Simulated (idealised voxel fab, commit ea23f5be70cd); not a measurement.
process module | voxel tone inversion
cross-section cut | 260 nm wide | cells 5 nm
A cross-section is a grid of square cells, given in bands from the top down. A band is one or more rows of cells.
Each band's line starts with the height of the band's top and of its bottom, in nm. Then come its materials from left to right, each with its width in nm. One material with "throughout" fills the band from edge to edge. "air" is empty space.
Height 0 is the level under which the wafer as received is all one material. The lowest band goes on downwards, as in "0 down".
A width such as "30 to 40" changes by the same amount from each row of cells to the next, from the band's top row to its bottom row.
"no change" after a step means that no cell of the cross-section changed.
closed voids: empty space of 8 cells or more with no open way to the top, each as width x height at its distance from the left edge, in nm
after a step's settings: what the simulator itself notes on the step
overlay nm, on a step with a mask: how far to the right of its planned place the mask lay; to the left if negative
plan
1 op RECEIVE | material Si
2 op CONFORMAL_DEP | material SiCN | thk nm 10
3 op DIRECTIONAL_DEP | material aC | thk nm 25
4 op PATTERN | tone cover | mask id POSTS | material resist | width nm 25 | pitch nm 55 | thk nm 35 | overlay nm 0
5 op DIRECTIONAL_ETCH | etch materials aC | depth nm 25
6 op STRIP | etch materials resist
7 op FILL_DEP | material SiO2 | thk nm 5
8 op CMP | height nm 35
9 op STRIP | etch materials aC
first wafer, as planned
as received, after step 1
  0 down: Si throughout
  closed voids: none
after step 2
  10 to 0: SiCN throughout
  below 0: unchanged
after step 3
  35 to 10: aC throughout
  below 10: unchanged
after step 4
  70 to 35: air 60 | resist 25 | air 30 | resist 25 | air 30 | resist 25 | air 65
  below 35: unchanged
after step 5
  45 to 35: air 60 | resist 25 | air 30 | resist 25 | air 30 | resist 25 | air 65
  35 to 10: air 60 | aC 25 | air 30 | aC 25 | air 30 | aC 25 | air 65
  below 10: unchanged
after step 6
  35 to 10: air 60 | aC 25 | air 30 | aC 25 | air 30 | aC 25 | air 65
  below 10: unchanged
after step 7
  40 to 35: SiO2 throughout
  35 to 10: SiO2 60 | aC 25 | SiO2 30 | aC 25 | SiO2 30 | aC 25 | SiO2 65
  below 10: unchanged
after step 8
  35 to 10: SiO2 60 | aC 25 | SiO2 30 | aC 25 | SiO2 30 | aC 25 | SiO2 65
  below 10: unchanged
after step 9
  35 to 10: SiO2 60 | air 25 | SiO2 30 | air 25 | SiO2 30 | air 25 | SiO2 65
  below 10: unchanged
second wafer: like start, like plan, one mistake. Through step 3 it matches the first wafer
when step 4 should have ended
  70 to 35: air 65 | resist 15 | air 40 | resist 15 | air 40 | resist 15 | air 70
  below 35: unchanged
when step 5 should have ended
  45 to 35: air 65 | resist 15 | air 40 | resist 15 | air 40 | resist 15 | air 70
  35 to 10: air 65 | aC 15 | air 40 | aC 15 | air 40 | aC 15 | air 70
  below 10: unchanged
when step 6 should have ended
  35 to 10: air 65 | aC 15 | air 40 | aC 15 | air 40 | aC 15 | air 70
  below 10: unchanged
when step 7 should have ended
  40 to 35: SiO2 throughout
  35 to 10: SiO2 65 | aC 15 | SiO2 40 | aC 15 | SiO2 40 | aC 15 | SiO2 70
  below 10: unchanged
when step 8 should have ended
  35 to 10: SiO2 65 | aC 15 | SiO2 40 | aC 15 | SiO2 40 | aC 15 | SiO2 70
  below 10: unchanged
when step 9 should have ended
  35 to 10: SiO2 65 | air 15 | SiO2 40 | air 15 | SiO2 40 | air 15 | SiO2 70
  below 10: unchanged
what went wrong: step 4 ran as: op PATTERN | tone cover | mask id POSTS | material resist | width nm 15 | pitch nm 55 | thk nm 35 | overlay nm 0
at the end the second wafer has, in cells: 30 more of SiO2
